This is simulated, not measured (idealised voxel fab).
process module | voxel wiring stack
cross-section cut | 190 nm wide | cells 5 nm
A cross-section is a grid of square cells, given in bands from the top down. A band is one or more rows of cells.
Each band's line starts with the height of the band's top and of its bottom, in nm. Then come its materials from left to right, each with its width in nm. One material with "throughout" fills the band from edge to edge. "air" is empty space.
Height 0 is the level under which the wafer as received is all one material. The lowest band goes on downwards, as in "0 down".
A width such as "30 to 40" changes by the same amount from each row of cells to the next, from the band's top row to its bottom row.
"no change" after a step means that no cell of the cross-section changed.
closed voids: empty space of 8 cells or more with no open way to the top, each as width x height at its distance from the left edge, in nm
after a step's settings: what the simulator itself notes on the step
overlay nm, on a step with a mask: how far to the right of its planned place the mask lay; to the left if negative
plan
1 op RECEIVE | material Si
2 op CONFORMAL_DEP | material SiO2 | thk nm 15
3 op CONFORMAL_DEP | material SiN | thk nm 5
4 op DIRECTIONAL_DEP | material SiO2 | thk nm 20
5 op PATTERN | tone open | mask id METAL_1 | material resist | width nm 25 | pitch nm 40 | thk nm 20 | overlay nm 0
6 op DIRECTIONAL_ETCH | etch materials SiO2 | depth nm 20
7 op DIRECTIONAL_ETCH | etch materials SiN | depth nm 5
8 op STRIP | etch materials resist
9 op CONFORMAL_DEP | material TiN | thk nm 5
10 op FILL_DEP | material W | thk nm 5
11 op CMP | height nm 40
12 op EPI | material Ru | thk nm 5
13 op FILL_DEP | material SiCN | thk nm 5
14 op DIRECTIONAL_DEP | material SiO2 | thk nm 30
15 op DIRECTIONAL_DEP | material aC | thk nm 10
16 op PATTERN | tone open | mask id METAL_2 | material resist | width nm 25 | pitch nm 40 | thk nm 30 | overlay nm 0
17 op DIRECTIONAL_ETCH | etch materials aC | depth nm 10
18 op STRIP | etch materials resist
19 op DIRECTIONAL_ETCH | etch materials SiO2 | depth nm 15
20 op STRIP | etch materials aC
21 op PATTERN | tone open | mask id METAL_2_HOLES | material resist | width nm 15 | thk nm 15 | overlay nm 0
22 op DIRECTIONAL_ETCH | etch materials SiO2 | depth nm 15
23 op DIRECTIONAL_ETCH | etch materials SiCN | depth nm 5
24 op STRIP | etch materials resist
25 op CONFORMAL_DEP | material TiN | thk nm 5
26 op FILL_DEP | material Ru | thk nm 10
27 op CMP | height nm 80
28 op CONFORMAL_DEP | material SiCN | thk nm 5
29 op DIRECTIONAL_DEP | material SiO2 | thk nm 15
30 op DIRECTIONAL_DEP | material aC | thk nm 15
31 op PATTERN | tone open | mask id PLUG_2 | material resist | width nm 15 | thk nm 35 | overlay nm 0
32 op DIRECTIONAL_ETCH | etch materials aC | depth nm 15
33 op STRIP | etch materials resist
34 op DIRECTIONAL_ETCH | etch materials SiO2 | depth nm 15
35 op DIRECTIONAL_ETCH | etch materials SiCN | depth nm 5
36 op STRIP | etch materials aC
37 op CONFORMAL_DEP | material TiN | thk nm 5
38 op FILL_DEP | material Ru | thk nm 5
39 op CMP | height nm 100
40 op DIRECTIONAL_DEP | material TiN | thk nm 5
41 op DIRECTIONAL_DEP | material W | thk nm 20
42 op PATTERN | tone cover | mask id METAL_3 | material resist | width nm 25 | pitch nm 40 | thk nm 20 | overlay nm 0
43 op DIRECTIONAL_ETCH | etch materials W | depth nm 20
44 op DIRECTIONAL_ETCH | etch materials TiN | depth nm 5
45 op STRIP | etch materials resist
46 op CONFORMAL_DEP | material SiN | thk nm 5
47 op FILL_DEP | material SiO2 | thk nm 5
48 op CMP | height nm 125
49 op CONFORMAL_DEP | material SiCN | thk nm 5
as received, after step 1
  0 down: Si throughout
  closed voids: none
first wafer at the end, as planned
  130 to 125: SiCN throughout
  125 to 105: SiO2 55 | SiN 5 | W 25 | SiN 5 | SiO2 5 | SiN 5 | W 25 | SiN 5 | SiO2 60
  105 to 100: SiN 60 | TiN 25 | SiN 15 | TiN 25 | SiN 65
  100 to 85: SiO2 60 | TiN 5 | Ru 5 | TiN 5 | SiO2 115
  85 to 80: SiCN 60 | TiN 15 | SiCN 115
  80 to 70: SiO2 60 | TiN 5 | Ru 15 | TiN 5 | SiO2 15 | TiN 5 | Ru 15 | TiN 5 | SiO2 65
  70 to 65: SiO2 60 | TiN 5 | Ru 5 | TiN 15 | SiO2 15 | TiN 25 | SiO2 65
  65 to 50: SiO2 60 | TiN 5 | Ru 5 | TiN 5 | SiO2 115
  50 to 45: SiCN 60 | TiN 15 | SiCN 115
  45 to 40: SiCN 55 | Ru 35 | SiCN 5 | Ru 35 | SiCN 60
  40 to 20: SiO2 60 | TiN 5 | W 15 | TiN 5 | SiO2 15 | TiN 5 | W 15 | TiN 5 | SiO2 65
  20 to 15: SiN 60 | TiN 25 | SiN 15 | TiN 25 | SiN 65
  15 to 0: SiO2 throughout
  0 down: Si throughout
  closed voids: none
second wafer at the end: like start, like plan, one mistake
  130 to 125: SiCN throughout
  125 to 105: SiO2 55 | SiN 5 | W 25 | SiN 5 | SiO2 5 | SiN 5 | W 25 | SiN 5 | SiO2 60
  105 to 100: SiN 60 | TiN 25 | SiN 15 | TiN 25 | SiN 65
  100 to 85: SiO2 60 | TiN 5 | Ru 5 | TiN 5 | SiO2 115
  85 to 80: SiCN 60 | TiN 15 | SiCN 115
  80 to 70: SiO2 60 | TiN 5 | Ru 15 | TiN 5 | SiO2 15 | TiN 5 | Ru 15 | TiN 5 | SiO2 65
  70 to 65: SiO2 60 | TiN 5 | Ru 5 | TiN 15 | SiO2 15 | TiN 25 | SiO2 65
  65 to 50: SiO2 60 | TiN 5 | Ru 5 | TiN 5 | SiO2 115
  50 to 45: SiCN 60 | TiN 15 | SiCN 115
  45 to 40: Ru throughout
  40 to 35: TiN 65 | W 15 | TiN 25 | W 15 | TiN 70
  35 to 15: SiO2 60 | TiN 5 | W 15 | TiN 5 | SiO2 15 | TiN 5 | W 15 | TiN 5 | SiO2 65
  15 to 10: SiN 60 | TiN 25 | SiN 15 | TiN 25 | SiN 65
  10 to 0: SiO2 throughout
  0 down: Si throughout
  closed voids: none
what went wrong: step 2 ran as: op CONFORMAL_DEP | material SiO2 | thk nm 10
at the end the second wafer has, in cells: 24 more of Ru | 24 fewer of SiCN | 38 fewer of SiO2 | 32 more of TiN | 6 more of W
